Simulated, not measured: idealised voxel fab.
This is a process module. Its name is voxel self aligned vias.
Square cells of 5 nm make up the cross-section cut, whose width is 170 nm.
Cross-sections here: square-cell grids, written as top-down lists of bands, a band being one or more rows of cells.
Quick guide to a band line: top height, bottom height (nm) up front; then every material left to right with its width in nm. Only one material and it's marked "edge to edge"? Then it fills the band edge to edge. And "air" just means empty space.
It should be noted that heights are counted from 0, beneath which the wafer as supplied is of one material throughout, and that the lowest band possesses no lower boundary but continues downward, as written in "0 -> down".
The notation "30 to 40" denotes a width that varies across the rows of cells in the band, beginning at the first number in the top row, finishing at the second number in the bottom row, and changing by an identical amount from each row to the next.
Reading "nothing different" for a step: not a cell of the cross-section changed in it.
Any empty space of 8 cells or more lacking an open way to the top shows up in "Listed closed voids" as width x height at distance, distance from the left edge, in nm.
On a step's line, text after the settings is the simulator commenting on that step.
"overlay nm", when on a step's line for a step with a mask, measures how far to the right of its planned place the mask lay; a negative measure means to the left.
HERE'S WHAT THE PLANNED PROCESS STEPS LOOK LIKE
- 1: RECEIVE: material Si
- 2: CONFORMAL_DEP: material SiO2, thk nm 15
- 3: CONFORMAL_DEP: material SiCN, thk nm 5
- 4: DIRECTIONAL_DEP: material lowk, thk nm 30
- 5: DIRECTIONAL_DEP: material aC, thk nm 15
- 6: PATTERN: tone open, mask id LINES, material resist, width nm 30, pitch nm 60, thk nm 30, overlay nm 0
- 7: DIRECTIONAL_ETCH: etch materials aC, depth nm 15
- 8: STRIP: etch materials resist
- 9: DIRECTIONAL_ETCH: etch materials lowk, depth nm 30
- 10: STRIP: etch materials aC
- 11: CONFORMAL_DEP: material TiN, thk nm 5
- 12: FILL_DEP: material Ru, thk nm 5
- 13: CMP: height nm 50
- 14: SELECTIVE_ETCH: etch materials W Ru TiN, depth nm 5
- 15: FILL_DEP: material SiN, thk nm 5
- 16: CMP: height nm 50
- 17: DIRECTIONAL_DEP: material lowk, thk nm 20
- 18: DIRECTIONAL_DEP: material aC, thk nm 10
- 19: PATTERN: tone open, mask id VIAS, material resist, width nm 40, thk nm 25, overlay nm 0
- 20: DIRECTIONAL_ETCH: etch materials aC, depth nm 10
- 21: STRIP: etch materials resist
- 22: DIRECTIONAL_ETCH: etch materials lowk, depth nm 20
- 23: DIRECTIONAL_ETCH: etch materials SiN, depth nm 5
- 24: STRIP: etch materials aC
- 25: CONFORMAL_DEP: material TiN, thk nm 5
- 26: FILL_DEP: material W, thk nm 10
- 27: CMP: height nm 70
- 28: CONFORMAL_DEP: material SiN, thk nm 5
CROSS-SECTION OF THE WAFER UPON ARRIVAL, REPRESENTING THE STATE REACHED AFTER STEP 1
  0 -> down | Si edge to edge
  Listed closed voids: none
MODULE COMPLETE, CROSS-SECTION. STARTING POINT AND PLAN PER ABOVE. ONE MISTAKE MADE IN RUNNING THE MODULE
  75 -> 70 | SiN edge to edge
  70 -> 55 | 30 nm lowk, 5 nm TiN, 30 nm W, 5 nm TiN, 100 nm lowk
  55 -> 50 | 30 nm lowk, 15 nm TiN, 20 nm W, 5 nm TiN, 100 nm lowk
  50 -> 45 | 40 nm lowk, 30 nm TiN, 30 nm lowk, 30 nm SiN, 40 nm lowk
  45 -> 25 | 40 nm lowk, 5 nm TiN, 20 nm Ru, 5 nm TiN, 30 nm lowk, 5 nm TiN, 20 nm Ru, 5 nm TiN, 40 nm lowk
  25 -> 20 | 40 nm lowk, 30 nm TiN, 30 nm lowk, 30 nm TiN, 40 nm lowk
  20 -> 15 | SiCN edge to edge
  15 -> 0 | SiO2 edge to edge
  0 -> down | Si edge to edge
  Listed closed voids: none
What was the processing mistake? for step 19, the planned setting was not used; the step was instead run as PATTERN: tone open, mask id VIAS, material resist, width nm 40, thk nm 25, overlay nm -5
